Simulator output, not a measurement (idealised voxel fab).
Module name: voxel transistor to metal (process module)
Cross-section cut spans 165 nm and uses square cells 5 nm in size.
Throughout this document, each cross-section is represented as a grid of square cells and is presented as a sequence of bands enumerated from the top downward, where a band comprises one or more rows of cells.
Each band's line starts with the height of the band's top and of its bottom, in nm. Then come its materials from left to right, each with its width in nm. One material with "throughout" fills the band from edge to edge. "air" is empty space.
The reference from which all heights are counted is 0, the level beneath which the as-received wafer is entirely one material; the lowest band, having no lower bound, proceeds downward and is written after the example "top 0, no bottom".
Note: "30->40" means the width goes from the first number (top row of the band) to the second number (bottom row) in equal steps per row of cells.
Any step labelled "remained the same" changed none of the cells in the cross-section.
Empty spaces without an open route to the top, at least 8 cells in extent, make up the entry "Catalogued sealed voids"; each is given as width x height at distance, where the distance is measured from the left edge, and all are in nm.
That trailing text on a step's line, after the settings, is the simulator's own remark on the step.
"overlay nm" answers the question of how far to the right of plan the mask lay on a step that has a mask, and when it is negative the answer is to the left.
Before/after cross-section pairs, one process step each; after shown to lowest changed band; step and settings beneath. Pairs may be from different runs of this module on the same starting wafer; a pair continues from the one above only where its "Snapshot before" entry says so.

Snapshot before:
> top 15, bottom 10 = air=60 / SiN=5 / air=35 / SiN=5 / air=60
> top 10, bottom 0 = SiO2=60 / SiN=5 / air=35 / SiN=5 / SiO2=60
> top 0, bottom -5 = SiO2=15 / SiN=5 / SiO2=30 / SiGe=10 / SiN=5 / air=35 / SiN=5 / SiGe=10 / SiO2=30 / SiN=5 / SiO2=15
> top -5, bottom -10 = SiO2=15 / SiN=10 / SiO2=5 / SiGe=30 / SiO2=5 / air=35 / SiO2=5 / SiGe=30 / SiO2=5 / SiN=10 / SiO2=15
> top -10, bottom -15 = SiO2=15 / SiN=10 / SiO2=10 / SiGe=25 / Si=45 / SiGe=25 / SiO2=10 / SiN=10 / SiO2=15
> top -15, bottom -20 = SiO2=35 / Si=95 / SiO2=35
> top -20, bottom -30 = SiO2=30 / Si=105 / SiO2=30
> top -30, no bottom = Si throughout
> Catalogued sealed voids: none

Resultant Cross-Section:
> top 20, bottom 15 = air=55 / HfO2=15 / air=25 / HfO2=15 / air=55
> top 15, bottom 10 = HfO2=60 / SiN=5 / HfO2=5 / air=25 / HfO2=5 / SiN=5 / HfO2=60
> top 10, bottom 0 = SiO2=60 / SiN=5 / HfO2=5 / air=25 / HfO2=5 / SiN=5 / SiO2=60
> top 0, bottom -5 = SiO2=15 / SiN=5 / SiO2=30 / SiGe=10 / SiN=5 / HfO2=5 / air=25 / HfO2=5 / SiN=5 / SiGe=10 / SiO2=30 / SiN=5 / SiO2=15
> top -5, bottom -10 = SiO2=15 / SiN=10 / SiO2=5 / SiGe=30 / SiO2=5 / HfO2=35 / SiO2=5 / SiGe=30 / SiO2=5 / SiN=10 / SiO2=15
> Below -10, no change.
> Catalogued sealed voids: none
Process step (between the before and after cross-sections above): CONFORMAL_DEP [material HfO2] [thk nm 5]

Snapshot before: this step begins from the cross-section that the pair just above shows after its step.

Resultant Cross-Section:
> top 25, bottom 20 = air=50 / TiN=25 / air=15 / TiN=25 / air=50
> top 20, bottom 15 = TiN=55 / HfO2=15 / TiN=5 / air=15 / TiN=5 / HfO2=15 / TiN=55
> top 15, bottom 10 = HfO2=60 / SiN=5 / HfO2=5 / TiN=5 / air=15 / TiN=5 / HfO2=5 / SiN=5 / HfO2=60
> top 10, bottom 0 = SiO2=60 / SiN=5 / HfO2=5 / TiN=5 / air=15 / TiN=5 / HfO2=5 / SiN=5 / SiO2=60
> top 0, bottom -5 = SiO2=15 / SiN=5 / SiO2=30 / SiGe=10 / SiN=5 / HfO2=5 / TiN=25 / HfO2=5 / SiN=5 / SiGe=10 / SiO2=30 / SiN=5 / SiO2=15
> Below -5, no change.
> Catalogued sealed voids: none
Process step (between the before and after cross-sections above): CONFORMAL_DEP [material TiN] [thk nm 5]

Snapshot before: this step begins from the cross-section that the pair just above shows after its step.

Resultant Cross-Section:
> top 30, bottom 25 = W throughout
> top 25, bottom 20 = W=50 / TiN=25 / W=15 / TiN=25 / W=50
> top 20, bottom 15 = TiN=55 / HfO2=15 / TiN=5 / W=15 / TiN=5 / HfO2=15 / TiN=55
> top 15, bottom 10 = HfO2=60 / SiN=5 / HfO2=5 / TiN=5 / W=15 / TiN=5 / HfO2=5 / SiN=5 / HfO2=60
> top 10, bottom 0 = SiO2=60 / SiN=5 / HfO2=5 / TiN=5 / W=15 / TiN=5 / HfO2=5 / SiN=5 / SiO2=60
> Below 0, no change.
> Catalogued sealed voids: none
Process step (between the before and after cross-sections above): FILL_DEP [material W] [thk nm 5]

Snapshot before: this step begins from the cross-section that the pair just above shows after its step.

Resultant Cross-Section:
> top 10, bottom 0 = SiO2=60 / SiN=5 / HfO2=5 / TiN=5 / W=15 / TiN=5 / HfO2=5 / SiN=5 / SiO2=60
> Below 0, no change.
> Catalogued sealed voids: none
Process step (between the before and after cross-sections above): CMP [height nm 10]

Snapshot before: this step begins from the cross-section that the pair just above shows after its step.

Resultant Cross-Section:
> top 25, bottom 10 = SiO2 throughout
> Below 10, no change.
> Catalogued sealed voids: none
Process step (between the before and after cross-sections above): DIRECTIONAL_DEP [material SiO2] [thk nm 15]

Snapshot before: this step begins from the cross-section that the pair just above shows after its step.

Resultant Cross-Section:
> top 40, bottom 25 = resist=35 / air=15 / resist=65 / air=15 / resist=35
> Below 25, no change.
> Catalogued sealed voids: none
Process step (between the before and after cross-sections above): PATTERN [tone open] [mask id CONTACT] [material resist] [width nm 15] [pitch nm 80] [thk nm 15] [overlay nm 0]

Snapshot before: this step begins from the cross-section that the pair just above shows after its step.

Resultant Cross-Section:
> top 40, bottom 25 = resist=35 / air=15 / resist=65 / air=15 / resist=35
> top 25, bottom 10 = SiO2=35 / air=15 / SiO2=65 / air=15 / SiO2=35
> top 10, bottom 0 = SiO2=35 / air=15 / SiO2=10 / SiN=5 / HfO2=5 / TiN=5 / W=15 / TiN=5 / HfO2=5 / SiN=5 / SiO2=10 / air=15 / SiO2=35
> top 0, bottom -5 = SiO2=15 / SiN=5 / SiO2=15 / air=15 / SiGe=10 / SiN=5 / HfO2=5 / TiN=25 / HfO2=5 / SiN=5 / SiGe=10 / air=15 / SiO2=15 / SiN=5 / SiO2=15
> Below -5, no change.
> Catalogued sealed voids: none
Process step (between the before and after cross-sections above): DIRECTIONAL_ETCH [etch materials SiO2] [depth nm 30]

Snapshot before: this step begins from the cross-section that the pair just above shows after its step.

Resultant Cross-Section:
> top 25, bottom 10 = SiO2=35 / air=15 / SiO2=65 / air=15 / SiO2=35
> Below 10, no change.
> Catalogued sealed voids: none
Process step (between the before and after cross-sections above): STRIP [etch materials resist]

Snapshot before: this step begins from the cross-section that the pair just above shows after its step.

Resultant Cross-Section:
> top 30, bottom 25 = TiN=40 / air=5 / TiN=75 / air=5 / TiN=40
> top 25, bottom 10 = SiO2=35 / TiN=5 / air=5 / TiN=5 / SiO2=65 / TiN=5 / air=5 / TiN=5 / SiO2=35
> top 10, bottom 0 = SiO2=35 / TiN=5 / air=5 / TiN=5 / SiO2=10 / SiN=5 / HfO2=5 / TiN=5 / W=15 / TiN=5 / HfO2=5 / SiN=5 / SiO2=10 / TiN=5 / air=5 / TiN=5 / SiO2=35
> top 0, bottom -5 = SiO2=15 / SiN=5 / SiO2=15 / TiN=15 / SiGe=10 / SiN=5 / HfO2=5 / TiN=25 / HfO2=5 / SiN=5 / SiGe=10 / TiN=15 / SiO2=15 / SiN=5 / SiO2=15
> Below -5, no change.
> Catalogued sealed voids: none
Process step (between the before and after cross-sections above): CONFORMAL_DEP [material TiN] [thk nm 5]

Snapshot before: this step begins from the cross-section that the pair just above shows after its step.

Resultant Cross-Section:
> top 35, bottom 30 = Ru throughout
> top 30, bottom 25 = TiN=40 / Ru=5 / TiN=75 / Ru=5 / TiN=40
> top 25, bottom 10 = SiO2=35 / TiN=5 / Ru=5 / TiN=5 / SiO2=65 / TiN=5 / Ru=5 / TiN=5 / SiO2=35
> top 10, bottom 0 = SiO2=35 / TiN=5 / Ru=5 / TiN=5 / SiO2=10 / SiN=5 / HfO2=5 / TiN=5 / W=15 / TiN=5 / HfO2=5 / SiN=5 / SiO2=10 / TiN=5 / Ru=5 / TiN=5 / SiO2=35
> Below 0, no change.
> Catalogued sealed voids: none
Process step (between the before and after cross-sections above): FILL_DEP [material Ru] [thk nm 5]

Snapshot before: this step begins from the cross-section that the pair just above shows after its step.

Resultant Cross-Section:
> top 25, bottom 10 = SiO2=35 / TiN=5 / Ru=5 / TiN=5 / SiO2=65 / TiN=5 / Ru=5 / TiN=5 / SiO2=35
> Below 10, no change.
> Catalogued sealed voids: none
Process step (between the before and after cross-sections above): CMP [height nm 25]

Snapshot before: this step begins from the cross-section that the pair just above shows after its step.

Resultant Cross-Section:
> top 30, bottom 25 = TiN throughout
> Below 25, no change.
> Catalogued sealed voids: none
Process step (between the before and after cross-sections above): DIRECTIONAL_DEP [material TiN] [thk nm 5]

Snapshot before: this step begins from the cross-section that the pair just above shows after its step.

Resultant Cross-Section:
> top 45, bottom 30 = Ru throughout
> Below 30, no change.
> Catalogued sealed voids: none
Process step (between the before and after cross-sections above): DIRECTIONAL_DEP [material Ru] [thk nm 15]

Snapshot before: this step begins from the cross-section that the pair just above shows after its step.

Resultant Cross-Section:
> top 45, bottom 30 = air=35 / Ru=15 / air=65 / Ru=15 / air=35
> Below 30, no change.
> Catalogued sealed voids: none
Process step (between the before and after cross-sections above): MASKED_ETCH [tone cover] [mask id METAL_1] [width nm 15] [pitch nm 80] [etch materials Ru] [depth nm 15] [overlay nm 0]

Snapshot before: this step begins from the cross-section that the pair just above shows after its step.

Resultant Cross-Section:
> top 45, bottom 30 = air=35 / Ru=15 / air=65 / Ru=15 / air=35
> top 30, bottom 25 = air=35 / TiN=15 / air=65 / TiN=15 / air=35
> Below 25, no change.
> Catalogued sealed voids: none
Process step (between the before and after cross-sections above): MASKED_ETCH [tone cover] [mask id METAL_1] [width nm 15] [pitch nm 80] [etch materials TiN] [depth nm 5] [overlay nm 0]

Snapshot before: this step begins from the cross-section that the pair just above shows after its step.

Resultant Cross-Section:
> top 50, bottom 45 = air=30 / SiN=25 / air=55 / SiN=25 / air=30
> top 45, bottom 30 = air=30 / SiN=5 / Ru=15 / SiN=5 / air=55 / SiN=5 / Ru=15 / SiN=5 / air=30
> top 30, bottom 25 = SiN=35 / TiN=15 / SiN=65 / TiN=15 / SiN=35
> Below 25, no change.
> Catalogued sealed voids: none
Process step (between the before and after cross-sections above): CONFORMAL_DEP [material SiN] [thk nm 5]

Snapshot before: this step begins from the cross-section that the pair just above shows after its step.

Resultant Cross-Section:
> top 55, bottom 50 = SiO2 throughout
> top 50, bottom 45 = SiO2=30 / SiN=25 / SiO2=55 / SiN=25 / SiO2=30
> top 45, bottom 30 = SiO2=30 / SiN=5 / Ru=15 / SiN=5 / SiO2=55 / SiN=5 / Ru=15 / SiN=5 / SiO2=30
> Below 30, no change.
> Catalogued sealed voids: none
Process step (between the before and after cross-sections above): FILL_DEP [material SiO2] [thk nm 5]

Snapshot before: this step begins from the cross-section that the pair just above shows after its step.

Resultant Cross-Section:
> top 45, bottom 30 = SiO2=30 / SiN=5 / Ru=15 / SiN=5 / SiO2=55 / SiN=5 / Ru=15 / SiN=5 / SiO2=30
> Below 30, no change.
> Catalogued sealed voids: none
Process step (between the before and after cross-sections above): CMP [height nm 45]

Snapshot before: this step begins from the cross-section that the pair just above shows after its step.

Resultant Cross-Section:
> top 50, bottom 45 = SiCN throughout
> Below 45, no change.
> Catalogued sealed voids: none
Process step (between the before and after cross-sections above): CONFORMAL_DEP [material SiCN] [thk nm 5]

Snapshot before: this step begins from the cross-section that the pair just above shows after its step.

Resultant Cross-Section:
> top 85, bottom 50 = SiO2 throughout
> Below 50, no change.
> Catalogued sealed voids: none
Process step (between the before and after cross-sections above): DIRECTIONAL_DEP [material SiO2] [thk nm 35]

Snapshot before: this step begins from the cross-section that the pair just above shows after its step.

Resultant Cross-Section:
> top 105, bottom 85 = resist=35 / air=15 / resist=65 / air=15 / resist=35
> Below 85, no change.
> Catalogued sealed voids: none
Process step (between the before and after cross-sections above): PATTERN [tone open] [mask id METAL_2] [material resist] [width nm 15] [pitch nm 80] [thk nm 20] [overlay nm 0]

Snapshot before: this step begins from the cross-section that the pair just above shows after its step.

Resultant Cross-Section:
> top 105, bottom 85 = resist=35 / air=15 / resist=65 / air=15 / resist=35
> top 85, bottom 65 = SiO2=35 / air=15 / SiO2=65 / air=15 / SiO2=35
> Below 65, no change.
> Catalogued sealed voids: none
Process step (between the before and after cross-sections above): DIRECTIONAL_ETCH [etch materials SiO2] [depth nm 20]

Snapshot before: this step begins from the cross-section that the pair just above shows after its step.

Resultant Cross-Section:
> top 85, bottom 65 = SiO2=35 / air=15 / SiO2=65 / air=15 / SiO2=35
> Below 65, no change.
> Catalogued sealed voids: none
Process step (between the before and after cross-sections above): STRIP [etch materials resist]

Snapshot before: this step begins from the cross-section that the pair just above shows after its step.

Resultant Cross-Section:
> top 100, bottom 85 = resist=35 / air=15 / resist=65 / air=15 / resist=35
> Below 85, no change.
> Catalogued sealed voids: none
Process step (between the before and after cross-sections above): PATTERN [tone open] [mask id METAL_2_HOLES] [material resist] [width nm 15] [pitch nm 80] [thk nm 15] [overlay nm 0]

Snapshot before: this step begins from the cross-section that the pair just above shows after its step.

Resultant Cross-Section:
> top 100, bottom 85 = resist=35 / air=15 / resist=65 / air=15 / resist=35
> top 85, bottom 50 = SiO2=35 / air=15 / SiO2=65 / air=15 / SiO2=35
> Below 50, no change.
> Catalogued sealed voids: none
Process step (between the before and after cross-sections above): DIRECTIONAL_ETCH [etch materials SiO2] [depth nm 15]

Snapshot before: this step begins from the cross-section that the pair just above shows after its step.

Resultant Cross-Section:
> top 100, bottom 85 = resist=35 / air=15 / resist=65 / air=15 / resist=35
> top 85, bottom 50 = SiO2=35 / air=15 / SiO2=65 / air=15 / SiO2=35
> top 50, bottom 45 = SiCN=35 / air=15 / SiCN=65 / air=15 / SiCN=35
> Below 45, no change.
> Catalogued sealed voids: none
Process step (between the before and after cross-sections above): DIRECTIONAL_ETCH [etch materials SiCN] [depth nm 5]

Snapshot before: this step begins from the cross-section that the pair just above shows after its step.

Resultant Cross-Section:
> top 85, bottom 50 = SiO2=35 / air=15 / SiO2=65 / air=15 / SiO2=35
> Below 50, no change.
> Catalogued sealed voids: none
Process step (between the before and after cross-sections above): STRIP [etch materials resist]

Snapshot before: this step begins from the cross-section that the pair just above shows after its step.

Resultant Cross-Section:
> top 90, bottom 85 = TiN=40 / air=5 / TiN=75 / air=5 / TiN=40
> top 85, bottom 50 = SiO2=35 / TiN=5 / air=5 / TiN=5 / SiO2=65 / TiN=5 / air=5 / TiN=5 / SiO2=35
> top 50, bottom 45 = SiCN=35 / TiN=15 / SiCN=65 / TiN=15 / SiCN=35
> Below 45, no change.
> Catalogued sealed voids: none
Process step (between the before and after cross-sections above): CONFORMAL_DEP [material TiN] [thk nm 5]

Snapshot before: this step begins from the cross-section that the pair just above shows after its step.

Resultant Cross-Section:
> top 95, bottom 90 = Cu throughout
> top 90, bottom 85 = TiN=40 / Cu=5 / TiN=75 / Cu=5 / TiN=40
> top 85, bottom 50 = SiO2=35 / TiN=5 / Cu=5 / TiN=5 / SiO2=65 / TiN=5 / Cu=5 / TiN=5 / SiO2=35
> Below 50, no change.
> Catalogued sealed voids: none
Process step (between the before and after cross-sections above): FILL_DEP [material Cu] [thk nm 5]

Snapshot before: this step begins from the cross-section that the pair just above shows after its step.

Resultant Cross-Section:
> top 85, bottom 50 = SiO2=35 / TiN=5 / Cu=5 / TiN=5 / SiO2=65 / TiN=5 / Cu=5 / TiN=5 / SiO2=35
> Below 50, no change.
> Catalogued sealed voids: none
Process step (between the before and after cross-sections above): CMP [height nm 85]

Snapshot before: this step begins from the cross-section that the pair just above shows after its step.

Resultant Cross-Section:
> top 90, bottom 85 = SiCN throughout
> Below 85, no change.
> Catalogued sealed voids: none
Process step (between the before and after cross-sections above): CONFORMAL_DEP [material SiCN] [thk nm 5]

Snapshot before:
> top 30, bottom 25 = air=60 / SiN=5 / air=5 / SiCN=25 / air=5 / SiN=5 / air=60
> top 25, bottom 15 = air=60 / SiN=5 / SiO2=5 / SiCN=25 / SiO2=5 / SiN=5 / air=60
> top 15, bottom 0 = air=60 / SiN=5 / SiO2=5 / polySi=25 / SiO2=5 / SiN=5 / air=60
> top 0, bottom -5 = air=25 / SiN=5 / air=30 / SiN=5 / SiO2=5 / polySi=25 / SiO2=5 / SiN=5 / air=30 / SiN=5 / air=25
> top -5, bottom -10 = SiO2=30 / air=30 / SiO2=45 / air=30 / SiO2=30
> top -10, bottom -30 = SiO2=30 / Si=105 / SiO2=30
> top -30, no bottom = Si throughout
> Catalogued sealed voids: none

Resultant Cross-Section:
> top 30, bottom 25 = air=60 / SiN=5 / air=5 / SiCN=25 / air=5 / SiN=5 / air=60
> top 25, bottom 15 = air=60 / SiN=5 / SiO2=5 / SiCN=25 / SiO2=5 / SiN=5 / air=60
> top 15, bottom 0 = air=60 / SiN=5 / SiO2=5 / polySi=25 / SiO2=5 / SiN=5 / air=60
> top 0, bottom -5 = air=25 / SiN=5 / air=30 / SiN=5 / SiO2=5 / polySi=25 / SiO2=5 / SiN=5 / air=30 / SiN=5 / air=25
> top -5, bottom -10 = SiO2=30 / air=30 / SiO2=45 / air=30 / SiO2=30
> top -10, bottom -25 = SiO2=30 / air=30 / Si=45 / air=30 / SiO2=30
> Below -25, no change.
> Catalogued sealed voids: none
Process step (between the before and after cross-sections above): DIRECTIONAL_ETCH [etch materials Si] [depth nm 15]

Snapshot before: this step begins from the cross-section that the pair just above shows after its step.

Resultant Cross-Section:
> top 30, bottom 25 = air=60 / SiN=5 / air=5 / SiCN=25 / air=5 / SiN=5 / air=60
> top 25, bottom 15 = air=60 / SiN=5 / SiO2=5 / SiCN=25 / SiO2=5 / SiN=5 / air=60
> top 15, bottom 0 = air=60 / SiN=5 / SiO2=5 / polySi=25 / SiO2=5 / SiN=5 / air=60
> top 0, bottom -5 = air=25 / SiN=5 / air=20 / SiGe=10 / SiN=5 / SiO2=5 / polySi=25 / SiO2=5 / SiN=5 / SiGe=10 / air=20 / SiN=5 / air=25
> top -5, bottom -10 = SiO2=30 / air=20 / SiGe=10 / SiO2=45 / SiGe=10 / air=20 / SiO2=30
> top -10, bottom -15 = SiO2=30 / air=20 / SiGe=10 / Si=45 / SiGe=10 / air=20 / SiO2=30
> top -15, bottom -25 = SiO2=30 / SiGe=30 / Si=45 / SiGe=30 / SiO2=30
> Below -25, no change.
> Catalogued sealed voids: none
Process step (between the before and after cross-sections above): EPI [material SiGe] [thk nm 10]

Snapshot before: this step begins from the cross-section that the pair just above shows after its step.

Resultant Cross-Section:
> top 35, bottom 30 = SiO2 throughout
> top 30, bottom 15 = SiO2=60 / SiN=5 / SiO2=5 / SiCN=25 / SiO2=5 / SiN=5 / SiO2=60
> top 15, bottom 0 = SiO2=60 / SiN=5 / SiO2=5 / polySi=25 / SiO2=5 / SiN=5 / SiO2=60
> top 0, bottom -5 = SiO2=25 / SiN=5 / SiO2=20 / SiGe=10 / SiN=5 / SiO2=5 / polySi=25 / SiO2=5 / SiN=5 / SiGe=10 / SiO2=20 / SiN=5 / SiO2=25
> top -5, bottom -10 = SiO2=50 / SiGe=10 / SiO2=45 / SiGe=10 / SiO2=50
> top -10, bottom -15 = SiO2=50 / SiGe=10 / Si=45 / SiGe=10 / SiO2=50
> Below -15, no change.
> Catalogued sealed voids: none
Process step (between the before and after cross-sections above): FILL_DEP [material SiO2] [thk nm 5]

Snapshot before: this step begins from the cross-section that the pair just above shows after its step.

Resultant Cross-Section:
> top 15, bottom 0 = SiO2=60 / SiN=5 / SiO2=5 / polySi=25 / SiO2=5 / SiN=5 / SiO2=60
> Below 0, no change.
> Catalogued sealed voids: none
Process step (between the before and after cross-sections above): CMP [height nm 15]

Snapshot before: this step begins from the cross-section that the pair just above shows after its step.

Resultant Cross-Section:
> top 15, bottom 0 = SiO2=60 / SiN=5 / SiO2=5 / air=25 / SiO2=5 / SiN=5 / SiO2=60
> top 0, bottom -5 = SiO2=25 / SiN=5 / SiO2=20 / SiGe=10 / SiN=5 / SiO2=5 / air=25 / SiO2=5 / SiN=5 / SiGe=10 / SiO2=20 / SiN=5 / SiO2=25
> Below -5, no change.
> Catalogued sealed voids: none
Process step (between the before and after cross-sections above): STRIP [etch materials polySi]

Snapshot before: this step begins from the cross-section that the pair just above shows after its step.

Resultant Cross-Section:
> top 15, bottom 10 = air=60 / SiN=5 / air=35 / SiN=5 / air=60
> top 10, bottom 0 = SiO2=60 / SiN=5 / air=35 / SiN=5 / SiO2=60
> top 0, bottom -5 = SiO2=25 / SiN=5 / SiO2=20 / SiGe=10 / SiN=5 / air=35 / SiN=5 / SiGe=10 / SiO2=20 / SiN=5 / SiO2=25
> top -5, bottom -10 = SiO2=50 / SiGe=10 / SiO2=5 / air=35 / SiO2=5 / SiGe=10 / SiO2=50
> Below -10, no change.
> Catalogued sealed voids: none
Process step (between the before and after cross-sections above): SELECTIVE_ETCH [etch materials SiO2] [depth nm 5]

Snapshot before: this step begins from the cross-section that the pair just above shows after its step.

Resultant Cross-Section:
> top 20, bottom 15 = air=55 / HfO2=15 / air=25 / HfO2=15 / air=55
> top 15, bottom 10 = HfO2=60 / SiN=5 / HfO2=5 / air=25 / HfO2=5 / SiN=5 / HfO2=60
> top 10, bottom 0 = SiO2=60 / SiN=5 / HfO2=5 / air=25 / HfO2=5 / SiN=5 / SiO2=60
> top 0, bottom -5 = SiO2=25 / SiN=5 / SiO2=20 / SiGe=10 / SiN=5 / HfO2=5 / air=25 / HfO2=5 / SiN=5 / SiGe=10 / SiO2=20 / SiN=5 / SiO2=25
> top -5, bottom -10 = SiO2=50 / SiGe=10 / SiO2=5 / HfO2=35 / SiO2=5 / SiGe=10 / SiO2=50
> Below -10, no change.
> Catalogued sealed voids: none
Process step (between the before and after cross-sections above): CONFORMAL_DEP [material HfO2] [thk nm 5]

Snapshot before: this step begins from the cross-section that the pair just above shows after its step.

Resultant Cross-Section:
> top 25, bottom 20 = air=50 / TiN=25 / air=15 / TiN=25 / air=50
> top 20, bottom 15 = TiN=55 / HfO2=15 / TiN=5 / air=15 / TiN=5 / HfO2=15 / TiN=55
> top 15, bottom 10 = HfO2=60 / SiN=5 / HfO2=5 / TiN=5 / air=15 / TiN=5 / HfO2=5 / SiN=5 / HfO2=60
> top 10, bottom 0 = SiO2=60 / SiN=5 / HfO2=5 / TiN=5 / air=15 / TiN=5 / HfO2=5 / SiN=5 / SiO2=60
> top 0, bottom -5 = SiO2=25 / SiN=5 / SiO2=20 / SiGe=10 / SiN=5 / HfO2=5 / TiN=25 / HfO2=5 / SiN=5 / SiGe=10 / SiO2=20 / SiN=5 / SiO2=25
> Below -5, no change.
> Catalogued sealed voids: none
Process step (between the before and after cross-sections above): CONFORMAL_DEP [material TiN] [thk nm 5]

Snapshot before: this step begins from the cross-section that the pair just above shows after its step.

Resultant Cross-Section:
> top 30, bottom 25 = W throughout
> top 25, bottom 20 = W=50 / TiN=25 / W=15 / TiN=25 / W=50
> top 20, bottom 15 = TiN=55 / HfO2=15 / TiN=5 / W=15 / TiN=5 / HfO2=15 / TiN=55
> top 15, bottom 10 = HfO2=60 / SiN=5 / HfO2=5 / TiN=5 / W=15 / TiN=5 / HfO2=5 / SiN=5 / HfO2=60
> top 10, bottom 0 = SiO2=60 / SiN=5 / HfO2=5 / TiN=5 / W=15 / TiN=5 / HfO2=5 / SiN=5 / SiO2=60
> Below 0, no change.
> Catalogued sealed voids: none
Process step (between the before and after cross-sections above): FILL_DEP [material W] [thk nm 5]

Snapshot before: this step begins from the cross-section that the pair just above shows after its step.

Resultant Cross-Section:
> top 10, bottom 0 = SiO2=60 / SiN=5 / HfO2=5 / TiN=5 / W=15 / TiN=5 / HfO2=5 / SiN=5 / SiO2=60
> Below 0, no change.
> Catalogued sealed voids: none
Process step (between the before and after cross-sections above): CMP [height nm 10]

Snapshot before: this step begins from the cross-section that the pair just above shows after its step.

Resultant Cross-Section:
> top 25, bottom 10 = SiO2 throughout
> Below 10, no change.
> Catalogued sealed voids: none
Process step (between the before and after cross-sections above): DIRECTIONAL_DEP [material SiO2] [thk nm 15]

Snapshot before: this step begins from the cross-section that the pair just above shows after its step.

Resultant Cross-Section:
> top 40, bottom 25 = resist=35 / air=15 / resist=65 / air=15 / resist=35
> Below 25, no change.
> Catalogued sealed voids: none
Process step (between the before and after cross-sections above): PATTERN [tone open] [mask id CONTACT] [material resist] [width nm 15] [pitch nm 80] [thk nm 15] [overlay nm 0]

Snapshot before: this step begins from the cross-section that the pair just above shows after its step.

Resultant Cross-Section:
> top 40, bottom 25 = resist=35 / air=15 / resist=65 / air=15 / resist=35
> top 25, bottom 10 = SiO2=35 / air=15 / SiO2=65 / air=15 / SiO2=35
> top 10, bottom 0 = SiO2=35 / air=15 / SiO2=10 / SiN=5 / HfO2=5 / TiN=5 / W=15 / TiN=5 / HfO2=5 / SiN=5 / SiO2=10 / air=15 / SiO2=35
> top 0, bottom -5 = SiO2=25 / SiN=5 / SiO2=5 / air=15 / SiGe=10 / SiN=5 / HfO2=5 / TiN=25 / HfO2=5 / SiN=5 / SiGe=10 / air=15 / SiO2=5 / SiN=5 / SiO2=25
> Below -5, no change.
> Catalogued sealed voids: none
Process step (between the before and after cross-sections above): DIRECTIONAL_ETCH [etch materials SiO2] [depth nm 30]

Snapshot before: this step begins from the cross-section that the pair just above shows after its step.

Resultant Cross-Section:
> top 25, bottom 10 = SiO2=35 / air=15 / SiO2=65 / air=15 / SiO2=35
> Below 10, no change.
> Catalogued sealed voids: none
Process step (between the before and after cross-sections above): STRIP [etch materials resist]

Snapshot before: this step begins from the cross-section that the pair just above shows after its step.

Resultant Cross-Section:
> top 30, bottom 25 = TiN=40 / air=5 / TiN=75 / air=5 / TiN=40
> top 25, bottom 10 = SiO2=35 / TiN=5 / air=5 / TiN=5 / SiO2=65 / TiN=5 / air=5 / TiN=5 / SiO2=35
> top 10, bottom 0 = SiO2=35 / TiN=5 / air=5 / TiN=5 / SiO2=10 / SiN=5 / HfO2=5 / TiN=5 / W=15 / TiN=5 / HfO2=5 / SiN=5 / SiO2=10 / TiN=5 / air=5 / TiN=5 / SiO2=35
> top 0, bottom -5 = SiO2=25 / SiN=5 / SiO2=5 / TiN=15 / SiGe=10 / SiN=5 / HfO2=5 / TiN=25 / HfO2=5 / SiN=5 / SiGe=10 / TiN=15 / SiO2=5 / SiN=5 / SiO2=25
> Below -5, no change.
> Catalogued sealed voids: none
Process step (between the before and after cross-sections above): CONFORMAL_DEP [material TiN] [thk nm 5]

Snapshot before: this step begins from the cross-section that the pair just above shows after its step.

Resultant Cross-Section:
> top 35, bottom 30 = Ru throughout
> top 30, bottom 25 = TiN=40 / Ru=5 / TiN=75 / Ru=5 / TiN=40
> top 25, bottom 10 = SiO2=35 / TiN=5 / Ru=5 / TiN=5 / SiO2=65 / TiN=5 / Ru=5 / TiN=5 / SiO2=35
> top 10, bottom 0 = SiO2=35 / TiN=5 / Ru=5 / TiN=5 / SiO2=10 / SiN=5 / HfO2=5 / TiN=5 / W=15 / TiN=5 / HfO2=5 / SiN=5 / SiO2=10 / TiN=5 / Ru=5 / TiN=5 / SiO2=35
> Below 0, no change.
> Catalogued sealed voids: none
Process step (between the before and after cross-sections above): FILL_DEP [material Ru] [thk nm 5]

Snapshot before: this step begins from the cross-section that the pair just above shows after its step.

Resultant Cross-Section:
> top 25, bottom 10 = SiO2=35 / TiN=5 / Ru=5 / TiN=5 / SiO2=65 / TiN=5 / Ru=5 / TiN=5 / SiO2=35
> Below 10, no change.
> Catalogued sealed voids: none
Process step (between the before and after cross-sections above): CMP [height nm 25]

Snapshot before: this step begins from the cross-section that the pair just above shows after its step.

Resultant Cross-Section:
> top 30, bottom 25 = TiN throughout
> Below 25, no change.
> Catalogued sealed voids: none
Process step (between the before and after cross-sections above): DIRECTIONAL_DEP [material TiN] [thk nm 5]

Snapshot before: this step begins from the cross-section that the pair just above shows after its step.

Resultant Cross-Section:
> top 45, bottom 30 = Ru throughout
> Below 30, no change.
> Catalogued sealed voids: none
Process step (between the before and after cross-sections above): DIRECTIONAL_DEP [material Ru] [thk nm 15]

Snapshot before: this step begins from the cross-section that the pair just above shows after its step.

Resultant Cross-Section:
> top 45, bottom 30 = air=35 / Ru=15 / air=65 / Ru=15 / air=35
> Below 30, no change.
> Catalogued sealed voids: none
Process step (between the before and after cross-sections above): MASKED_ETCH [tone cover] [mask id METAL_1] [width nm 15] [pitch nm 80] [etch materials Ru] [depth nm 15] [overlay nm 0]

Snapshot before: this step begins from the cross-section that the pair just above shows after its step.

Resultant Cross-Section:
> top 45, bottom 30 = air=35 / Ru=15 / air=65 / Ru=15 / air=35
> top 30, bottom 25 = air=35 / TiN=15 / air=65 / TiN=15 / air=35
> Below 25, no change.
> Catalogued sealed voids: none
Process step (between the before and after cross-sections above): MASKED_ETCH [tone cover] [mask id METAL_1] [width nm 15] [pitch nm 80] [etch materials TiN] [depth nm 5] [overlay nm 0]

Snapshot before: this step begins from the cross-section that the pair just above shows after its step.

Resultant Cross-Section:
> top 50, bottom 45 = air=30 / SiN=25 / air=55 / SiN=25 / air=30
> top 45, bottom 30 = air=30 / SiN=5 / Ru=15 / SiN=5 / air=55 / SiN=5 / Ru=15 / SiN=5 / air=30
> top 30, bottom 25 = SiN=35 / TiN=15 / SiN=65 / TiN=15 / SiN=35
> Below 25, no change.
> Catalogued sealed voids: none
Process step (between the before and after cross-sections above): CONFORMAL_DEP [material SiN] [thk nm 5]

Snapshot before: this step begins from the cross-section that the pair just above shows after its step.

Resultant Cross-Section:
> top 55, bottom 50 = SiO2 throughout
> top 50, bottom 45 = SiO2=30 / SiN=25 / SiO2=55 / SiN=25 / SiO2=30
> top 45, bottom 30 = SiO2=30 / SiN=5 / Ru=15 / SiN=5 / SiO2=55 / SiN=5 / Ru=15 / SiN=5 / SiO2=30
> Below 30, no change.
> Catalogued sealed voids: none
Process step (between the before and after cross-sections above): FILL_DEP [material SiO2] [thk nm 5]
